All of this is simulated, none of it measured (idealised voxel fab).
Title: Process Module voxel air gaps
Section shown: cut. Width: 195 nm. Cell size: 5 nm, square.
Each cross-section below is a grid of square cells, stated as bands in top-down order, with one or more rows of cells making up each band.
This entry defines a band. It first specifies the height of the band's top and the height of its bottom in nm, and then specifies the band's materials from left to right, stating each material with its width in nm. The word "throughout" identifies a single material that fills the band from edge to edge, while the word "empty" identifies empty space.
Height 0 is the level under which the wafer as received is all one material. The lowest band goes on downwards, as in "0 nm and below".
Note: "30..40" means the width goes from the first number (top row of the band) to the second number (bottom row) in equal steps per row of cells.
What does "changes: none" mean for a step? It means no cell of the cross-section changed in that step.
Under "Internal closed voids" you'll find the enclosed gaps, the ones with no way out to the top, that are 8 cells or bigger; each reads width x height at distance, with distance counted from the left edge, everything in nm.
If you see something after the settings on a step's line, that's the simulator's own remark about that step.
The optional step-line setting "overlay nm" applies to steps with a mask and quantifies how far to the right of its planned location the mask lay, a negative value indicating leftward placement.
## Process steps - plan
1 RECEIVE | material Si
2 CONFORMAL_DEP | material SiO2 | thk nm 10
3 CONFORMAL_DEP | material SiN | thk nm 5
4 DIRECTIONAL_DEP | material SiO2 | thk nm 35
5 MASKED_ETCH | tone open | mask id LINES | width nm 15 | pitch nm 40 | etch materials SiO2 | depth nm 35 | overlay nm 0
6 CONFORMAL_DEP | material TiN | thk nm 5
7 FILL_DEP | material W | thk nm 10
8 CMP | height nm 50
9 EPI | material Ru | thk nm 10
10 SELECTIVE_ETCH | etch materials SiO2 | depth nm 45
11 CONFORMAL_DEP | material SiN | thk nm 5
## Wafer as received: cross-section following step 1
- 0 nm and below | Si throughout
- Internal closed voids: none
## End-of-module cross-section of the first of two wafers, processed as planned
- 65 nm to 60 nm | 35 of empty; 125 of SiN; 35 of empty
- 60 nm to 50 nm | 35 of empty; 5 of SiN; 35 of Ru; 5 of SiN; 35 of Ru; 5 of SiN; 35 of Ru; 5 of SiN; 35 of empty
- 50 nm to 45 nm | 35 of empty; 15 of SiN; 5 of TiN; 5 of W; 5 of TiN; 25 of SiN; 5 of TiN; 5 of W; 5 of TiN; 25 of SiN; 5 of TiN; 5 of W; 5 of TiN; 15 of SiN; 35 of empty
- 45 nm to 20 nm | 45 of empty; 5 of SiN; 5 of TiN; 5 of W; 5 of TiN; 5 of SiN; 15 of empty; 5 of SiN; 5 of TiN; 5 of W; 5 of TiN; 5 of SiN; 15 of empty; 5 of SiN; 5 of TiN; 5 of W; 5 of TiN; 5 of SiN; 45 of empty
- 20 nm to 15 nm | 50 of SiN; 15 of TiN; 25 of SiN; 15 of TiN; 25 of SiN; 15 of TiN; 50 of SiN
- 15 nm to 10 nm | SiN throughout
- 10 nm to 0 nm | SiO2 throughout
- 0 nm and below | Si throughout
- Internal closed voids: 15 x 25 at 70; 15 x 25 at 110
## Second of two wafers, module complete, sectioned: it shares the first wafer's start and plan but was run with one mistake
- 65 nm to 60 nm | SiN throughout
- 60 nm to 50 nm | Ru throughout
- 50 nm to 45 nm | 55 of TiN; 5 of W; 35 of TiN; 5 of W; 35 of TiN; 5 of W; 55 of TiN
- 45 nm to 20 nm | 50 of SiO2; 5 of TiN; 5 of W; 5 of TiN; 25 of SiO2; 5 of TiN; 5 of W; 5 of TiN; 25 of SiO2; 5 of TiN; 5 of W; 5 of TiN; 50 of SiO2
- 20 nm to 15 nm | 50 of SiO2; 15 of TiN; 25 of SiO2; 15 of TiN; 25 of SiO2; 15 of TiN; 50 of SiO2
- 15 nm to 10 nm | SiN throughout
- 10 nm to 0 nm | SiO2 throughout
- 0 nm and below | Si throughout
- Internal closed voids: none
What was done differently from what was planned? step 4 changed vs plan, executed as DIRECTIONAL_DEP | material SiO2 | thk nm 30
Once processing is complete, comparing cell counts shows that the second wafer has more or fewer of certain materials than the first: 36 more of Ru; 70 fewer of SiN; 180 more of SiO2; 30 more of TiN
In the final state there are 2 closed voids in the first wafer, compared with 0 in the second wafer.
